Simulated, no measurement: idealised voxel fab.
voxel lift off: a process module
In the cross-section labelled cut, the width is 145 nm and each square cell is 5 nm.
How to read a cross-section here: the picture is a grid of square cells, written as bands going from the top down, and any band can span one or more rows of cells. Quick guide to a band line: top height, bottom height (nm) up front; then every material left to right with its width in nm. Only one material and it's marked "everywhere"? Then it fills the band edge to edge. And "empty" just means empty space. The reference from which all heights are counted is 0, the level beneath which the as-received wafer is entirely one material; the lowest band, having no lower bound, proceeds downward and is written after the example "from 0 down". Width: "30..40" (first number = top row, second number = bottom row, same change from row to row of cells). When a step is marked "nothing changed", none of the cells in the cross-section changed during that step. "Voids, sealed" lists enclosed empty spaces (at least 8 cells, no open path upward to the top), each as width x height at distance from the left edge, in nm. That trailing text on a step's line, after the settings, is the simulator's own remark on the step. overlay nm: step with mask; distance mask lay right of planned place; negative value = left of planned place.

## Process steps foreseen in the plan
| 1 | op RECEIVE | material Si |
| 2 | op CONFORMAL_DEP | material SiO2 | thk nm 15 |
| 3 | op PATTERN | tone open | mask id LINES | material resist | width nm 20 | pitch nm 50 | thk nm 20 | overlay nm 0 |
| 4 | op DIRECTIONAL_DEP | material Ru | thk nm 10 |
| 5 | op STRIP | etch materials resist |
| 6 | op CONFORMAL_DEP | material SiN | thk nm 10 |

## as received, after step 1
from 0 down = Si everywhere
Voids, sealed: none

## Here's the cross-section of the first of our two wafers at the end of the module - it ran as planned
from 35 to 25 = 25 nm empty, 40 nm SiN, 10 nm empty, 40 nm SiN, 30 nm empty
from 25 to 15 = 35 nm SiN, 20 nm Ru, 30 nm SiN, 20 nm Ru, 40 nm SiN
from 15 to 0 = SiO2 everywhere
from 0 down = Si everywhere
Voids, sealed: none

## Cross-section, second wafer: same start as the first, same plan as the first, one mistake in running it; taken at the end of the module
from 20 to 10 = 25 nm empty, 40 nm SiN, 10 nm empty, 40 nm SiN, 30 nm empty
from 10 to 0 = 35 nm SiN, 20 nm Ru, 30 nm SiN, 20 nm Ru, 40 nm SiN
from 0 down = Si everywhere
Voids, sealed: none
Finding, execution versus plan: step 2 of the plan got skipped, so it never ran
Final cells, second wafer relative to first, materials higher or lower: -87 SiO2
